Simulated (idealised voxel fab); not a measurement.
A process module follows: voxel self aligned contacts.
Each square cell in cross-section cut measures 5 nm, and the section as a whole is 280 nm wide.
For the purposes of this document, a cross-section shall be understood as a grid of square cells, specified as bands listed in top-to-bottom order, each band consisting of one or more rows of cells.
Read a band's entry like this: the first values are the height of its top and the height of its bottom in nm, and what follows is the sequence of materials from left to right, each with its width in nm. Note that "empty" is empty space, and that a single material marked "throughout" reaches across the band from edge to edge.
Beneath 0, the wafer as received is one material, and that level is where height counting begins. The lowest band goes on downward without a bottom; it is written like "0 down".
Read "30->40" as a graded width: first number on top, second number at the bottom, same change between each pair of neighbouring rows.
A step reported as "nothing got changed" is a step in which no cell of the cross-section changed.
Look at "Sealed internal cavities" for the closed voids: empty spaces with no open path to the top, sized 8 cells or up. Each is width x height at distance, distance from the left edge, all nm.
If you see something after the settings on a step's line, that's the simulator's own remark about that step.
The line of a step may include "overlay nm". On a step with a mask, this value is how far to the right of its planned place the mask lay. A negative value means the mask lay to the left.

# Below is the list of planned process steps
| 1 | RECEIVE [material Si] |
| 2 | OXIDIZE [depth nm 5] |
| 3 | DIRECTIONAL_DEP [material polySi] [thk nm 25] |
| 4 | DIRECTIONAL_DEP [material SiN] [thk nm 20] |
| 5 | MASKED_ETCH [tone cover] [mask id GATE] [width nm 30] [pitch nm 65] [etch materials SiN] [depth nm 20] [overlay nm 0] |
| 6 | MASKED_ETCH [tone cover] [mask id GATE] [width nm 30] [pitch nm 65] [etch materials polySi] [depth nm 25] [overlay nm 0] |
| 7 | CONFORMAL_DEP [material SiN] [thk nm 10] |
| 8 | DIRECTIONAL_ETCH [etch materials SiN] [depth nm 10] |
| 9 | FILL_DEP [material SiO2] [thk nm 10] |
| 10 | CMP [height nm 50] |
| 11 | PATTERN [tone open] [mask id CONTACT] [material resist] [width nm 45] [pitch nm 65] [thk nm 15] [overlay nm 0] |
| 12 | DIRECTIONAL_ETCH [etch materials SiO2] [depth nm 55] |
| 13 | STRIP [etch materials resist] |
| 14 | CONFORMAL_DEP [material TiN] [thk nm 5] |
| 15 | FILL_DEP [material W] [thk nm 5] |
| 16 | CMP [height nm 50] |
| 17 | CONFORMAL_DEP [material SiCN] [thk nm 5] |

# First wafer of two (run as planned)

# Step 1 complete: cross-section of the wafer as received
* 0 down | Si throughout
* Sealed internal cavities: none

# Cross-sectional representation of the wafer at the conclusion of step 2
* 0 to -5 | SiO2 throughout
* Beneath the level -5, the cross-section is identical to its previous state.

# Cross-sectional representation of the wafer at the conclusion of step 3
* 25 to 0 | polySi throughout
* Beneath the level 0, the cross-section is identical to its previous state.

# Cross-sectional representation of the wafer at the conclusion of step 4
* 45 to 25 | SiN throughout
* Beneath the level 25, the cross-section is identical to its previous state.

# Cross-sectional representation of the wafer at the conclusion of step 5
* 45 to 25 | empty 60 nm  SiN 30 nm  empty 35 nm  SiN 30 nm  empty 35 nm  SiN 30 nm  empty 60 nm
* Beneath the level 25, the cross-section is identical to its previous state.

# Cross-sectional representation of the wafer at the conclusion of step 6
* 45 to 25 | empty 60 nm  SiN 30 nm  empty 35 nm  SiN 30 nm  empty 35 nm  SiN 30 nm  empty 60 nm
* 25 to 0 | empty 60 nm  polySi 30 nm  empty 35 nm  polySi 30 nm  empty 35 nm  polySi 30 nm  empty 60 nm
* Beneath the level 0, the cross-section is identical to its previous state.

# Cross-sectional representation of the wafer at the conclusion of step 7
* 55 to 25 | empty 50 nm  SiN 50 nm  empty 15 nm  SiN 50 nm  empty 15 nm  SiN 50 nm  empty 50 nm
* 25 to 10 | empty 50 nm  SiN 10 nm  polySi 30 nm  SiN 10 nm  empty 15 nm  SiN 10 nm  polySi 30 nm  SiN 10 nm  empty 15 nm  SiN 10 nm  polySi 30 nm  SiN 10 nm  empty 50 nm
* 10 to 0 | SiN 60 nm  polySi 30 nm  SiN 35 nm  polySi 30 nm  SiN 35 nm  polySi 30 nm  SiN 60 nm
* Beneath the level 0, the cross-section is identical to its previous state.

# Cross-sectional representation of the wafer at the conclusion of step 8
* 45 to 25 | empty 50 nm  SiN 50 nm  empty 15 nm  SiN 50 nm  empty 15 nm  SiN 50 nm  empty 50 nm
* 25 to 0 | empty 50 nm  SiN 10 nm  polySi 30 nm  SiN 10 nm  empty 15 nm  SiN 10 nm  polySi 30 nm  SiN 10 nm  empty 15 nm  SiN 10 nm  polySi 30 nm  SiN 10 nm  empty 50 nm
* Beneath the level 0, the cross-section is identical to its previous state.

# Cross-sectional representation of the wafer at the conclusion of step 9
* 55 to 45 | SiO2 throughout
* 45 to 25 | SiO2 50 nm  SiN 50 nm  SiO2 15 nm  SiN 50 nm  SiO2 15 nm  SiN 50 nm  SiO2 50 nm
* 25 to 0 | SiO2 50 nm  SiN 10 nm  polySi 30 nm  SiN 10 nm  SiO2 15 nm  SiN 10 nm  polySi 30 nm  SiN 10 nm  SiO2 15 nm  SiN 10 nm  polySi 30 nm  SiN 10 nm  SiO2 50 nm
* Beneath the level 0, the cross-section is identical to its previous state.

# Cross-sectional representation of the wafer at the conclusion of step 10
* 50 to 45 | SiO2 throughout
* Beneath the level 45, the cross-section is identical to its previous state.

# Cross-sectional representation of the wafer at the conclusion of step 11
* 65 to 50 | resist 85 nm  empty 45 nm  resist 20 nm  empty 45 nm  resist 85 nm
* Beneath the level 50, the cross-section is identical to its previous state.

# Cross-sectional representation of the wafer at the conclusion of step 12
* 65 to 50 | resist 85 nm  empty 45 nm  resist 20 nm  empty 45 nm  resist 85 nm
* 50 to 45 | SiO2 85 nm  empty 45 nm  SiO2 20 nm  empty 45 nm  SiO2 85 nm
* 45 to 25 | SiO2 50 nm  SiN 50 nm  empty 15 nm  SiN 50 nm  empty 15 nm  SiN 50 nm  SiO2 50 nm
* 25 to 0 | SiO2 50 nm  SiN 10 nm  polySi 30 nm  SiN 10 nm  empty 15 nm  SiN 10 nm  polySi 30 nm  SiN 10 nm  empty 15 nm  SiN 10 nm  polySi 30 nm  SiN 10 nm  SiO2 50 nm
* 0 to -5 | SiO2 100 nm  empty 15 nm  SiO2 50 nm  empty 15 nm  SiO2 100 nm
* Beneath the level -5, the cross-section is identical to its previous state.

# Cross-sectional representation of the wafer at the conclusion of step 13
* 50 to 45 | SiO2 85 nm  empty 45 nm  SiO2 20 nm  empty 45 nm  SiO2 85 nm
* Beneath the level 45, the cross-section is identical to its previous state.

# Cross-sectional representation of the wafer at the conclusion of step 14
* 55 to 50 | TiN 90 nm  empty 35 nm  TiN 30 nm  empty 35 nm  TiN 90 nm
* 50 to 45 | SiO2 85 nm  TiN 20 nm  empty 5 nm  TiN 20 nm  SiO2 20 nm  TiN 20 nm  empty 5 nm  TiN 20 nm  SiO2 85 nm
* 45 to 25 | SiO2 50 nm  SiN 50 nm  TiN 5 nm  empty 5 nm  TiN 5 nm  SiN 50 nm  TiN 5 nm  empty 5 nm  TiN 5 nm  SiN 50 nm  SiO2 50 nm
* 25 to 0 | SiO2 50 nm  SiN 10 nm  polySi 30 nm  SiN 10 nm  TiN 5 nm  empty 5 nm  TiN 5 nm  SiN 10 nm  polySi 30 nm  SiN 10 nm  TiN 5 nm  empty 5 nm  TiN 5 nm  SiN 10 nm  polySi 30 nm  SiN 10 nm  SiO2 50 nm
* 0 to -5 | SiO2 100 nm  TiN 15 nm  SiO2 50 nm  TiN 15 nm  SiO2 100 nm
* Beneath the level -5, the cross-section is identical to its previous state.

# Cross-sectional representation of the wafer at the conclusion of step 15
* 60 to 55 | W throughout
* 55 to 50 | TiN 90 nm  W 35 nm  TiN 30 nm  W 35 nm  TiN 90 nm
* 50 to 45 | SiO2 85 nm  TiN 20 nm  W 5 nm  TiN 20 nm  SiO2 20 nm  TiN 20 nm  W 5 nm  TiN 20 nm  SiO2 85 nm
* 45 to 25 | SiO2 50 nm  SiN 50 nm  TiN 5 nm  W 5 nm  TiN 5 nm  SiN 50 nm  TiN 5 nm  W 5 nm  TiN 5 nm  SiN 50 nm  SiO2 50 nm
* 25 to 0 | SiO2 50 nm  SiN 10 nm  polySi 30 nm  SiN 10 nm  TiN 5 nm  W 5 nm  TiN 5 nm  SiN 10 nm  polySi 30 nm  SiN 10 nm  TiN 5 nm  W 5 nm  TiN 5 nm  SiN 10 nm  polySi 30 nm  SiN 10 nm  SiO2 50 nm
* Beneath the level 0, the cross-section is identical to its previous state.

# Cross-sectional representation of the wafer at the conclusion of step 16
* 50 to 45 | SiO2 85 nm  TiN 20 nm  W 5 nm  TiN 20 nm  SiO2 20 nm  TiN 20 nm  W 5 nm  TiN 20 nm  SiO2 85 nm
* Beneath the level 45, the cross-section is identical to its previous state.

# Cross-sectional representation of the wafer at the conclusion of step 17
* 55 to 50 | SiCN throughout
* Beneath the level 50, the cross-section is identical to its previous state.

# The second wafer: identical to the first at the outset and in its planned sequence, differing only in that one mistake was made during processing; up to and including step 2, its path is the first wafer's path

# Cross-section of the second wafer at the time step 3 of the plan should have ended
* 20 to 0 | SiN throughout
* Beneath the level 0, the cross-section is identical to its previous state.

# Cross-section of the second wafer at the time step 4 of the plan should have ended
* 45 to 20 | polySi throughout
* Beneath the level 20, the cross-section is identical to its previous state.

Cross-section of the second wafer at the time step 5 of the plan should have ended: nothing got changed

# Cross-section of the second wafer at the time step 6 of the plan should have ended
* 45 to 20 | empty 60 nm  polySi 30 nm  empty 35 nm  polySi 30 nm  empty 35 nm  polySi 30 nm  empty 60 nm
* Beneath the level 20, the cross-section is identical to its previous state.

# Cross-section of the second wafer at the time step 7 of the plan should have ended
* 55 to 45 | empty 50 nm  SiN 50 nm  empty 15 nm  SiN 50 nm  empty 15 nm  SiN 50 nm  empty 50 nm
* 45 to 30 | empty 50 nm  SiN 10 nm  polySi 30 nm  SiN 10 nm  empty 15 nm  SiN 10 nm  polySi 30 nm  SiN 10 nm  empty 15 nm  SiN 10 nm  polySi 30 nm  SiN 10 nm  empty 50 nm
* 30 to 20 | SiN 60 nm  polySi 30 nm  SiN 35 nm  polySi 30 nm  SiN 35 nm  polySi 30 nm  SiN 60 nm
* Beneath the level 20, the cross-section is identical to its previous state.

# Cross-section of the second wafer at the time step 8 of the plan should have ended
* 45 to 20 | empty 50 nm  SiN 10 nm  polySi 30 nm  SiN 10 nm  empty 15 nm  SiN 10 nm  polySi 30 nm  SiN 10 nm  empty 15 nm  SiN 10 nm  polySi 30 nm  SiN 10 nm  empty 50 nm
* Beneath the level 20, the cross-section is identical to its previous state.

# Cross-section of the second wafer at the time step 9 of the plan should have ended
* 55 to 45 | SiO2 throughout
* 45 to 20 | SiO2 50 nm  SiN 10 nm  polySi 30 nm  SiN 10 nm  SiO2 15 nm  SiN 10 nm  polySi 30 nm  SiN 10 nm  SiO2 15 nm  SiN 10 nm  polySi 30 nm  SiN 10 nm  SiO2 50 nm
* Beneath the level 20, the cross-section is identical to its previous state.

# Cross-section of the second wafer at the time step 10 of the plan should have ended
* 50 to 45 | SiO2 throughout
* Beneath the level 45, the cross-section is identical to its previous state.

# Cross-section of the second wafer at the time step 11 of the plan should have ended
* 65 to 50 | resist 85 nm  empty 45 nm  resist 20 nm  empty 45 nm  resist 85 nm
* Beneath the level 50, the cross-section is identical to its previous state.

# Cross-section of the second wafer at the time step 12 of the plan should have ended
* 65 to 50 | resist 85 nm  empty 45 nm  resist 20 nm  empty 45 nm  resist 85 nm
* 50 to 45 | SiO2 85 nm  empty 45 nm  SiO2 20 nm  empty 45 nm  SiO2 85 nm
* 45 to 20 | SiO2 50 nm  SiN 10 nm  polySi 30 nm  SiN 10 nm  empty 15 nm  SiN 10 nm  polySi 30 nm  SiN 10 nm  empty 15 nm  SiN 10 nm  polySi 30 nm  SiN 10 nm  SiO2 50 nm
* Beneath the level 20, the cross-section is identical to its previous state.

# Cross-section of the second wafer at the time step 13 of the plan should have ended
* 50 to 45 | SiO2 85 nm  empty 45 nm  SiO2 20 nm  empty 45 nm  SiO2 85 nm
* Beneath the level 45, the cross-section is identical to its previous state.

# Cross-section of the second wafer at the time step 14 of the plan should have ended
* 55 to 50 | TiN 90 nm  empty 35 nm  TiN 30 nm  empty 35 nm  TiN 90 nm
* 50 to 45 | SiO2 85 nm  TiN 20 nm  empty 5 nm  TiN 20 nm  SiO2 20 nm  TiN 20 nm  empty 5 nm  TiN 20 nm  SiO2 85 nm
* 45 to 25 | SiO2 50 nm  SiN 10 nm  polySi 30 nm  SiN 10 nm  TiN 5 nm  empty 5 nm  TiN 5 nm  SiN 10 nm  polySi 30 nm  SiN 10 nm  TiN 5 nm  empty 5 nm  TiN 5 nm  SiN 10 nm  polySi 30 nm  SiN 10 nm  SiO2 50 nm
* 25 to 20 | SiO2 50 nm  SiN 10 nm  polySi 30 nm  SiN 10 nm  TiN 15 nm  SiN 10 nm  polySi 30 nm  SiN 10 nm  TiN 15 nm  SiN 10 nm  polySi 30 nm  SiN 10 nm  SiO2 50 nm
* Beneath the level 20, the cross-section is identical to its previous state.

# Cross-section of the second wafer at the time step 15 of the plan should have ended
* 60 to 55 | W throughout
* 55 to 50 | TiN 90 nm  W 35 nm  TiN 30 nm  W 35 nm  TiN 90 nm
* 50 to 45 | SiO2 85 nm  TiN 20 nm  W 5 nm  TiN 20 nm  SiO2 20 nm  TiN 20 nm  W 5 nm  TiN 20 nm  SiO2 85 nm
* 45 to 25 | SiO2 50 nm  SiN 10 nm  polySi 30 nm  SiN 10 nm  TiN 5 nm  W 5 nm  TiN 5 nm  SiN 10 nm  polySi 30 nm  SiN 10 nm  TiN 5 nm  W 5 nm  TiN 5 nm  SiN 10 nm  polySi 30 nm  SiN 10 nm  SiO2 50 nm
* Beneath the level 25, the cross-section is identical to its previous state.

# Cross-section of the second wafer at the time step 16 of the plan should have ended
* 50 to 45 | SiO2 85 nm  TiN 20 nm  W 5 nm  TiN 20 nm  SiO2 20 nm  TiN 20 nm  W 5 nm  TiN 20 nm  SiO2 85 nm
* Beneath the level 45, the cross-section is identical to its previous state.

# Cross-section of the second wafer at the time step 17 of the plan should have ended
* 55 to 50 | SiCN throughout
* Beneath the level 50, the cross-section is identical to its previous state.
what went wrong: deviation from plan: step 4 and step 3 executed in one another's positions
The closing comparison, in cells, has the second wafer with more or fewer of some materials than the first: +104 SiN, -74 SiO2, -20 TiN, -10 W
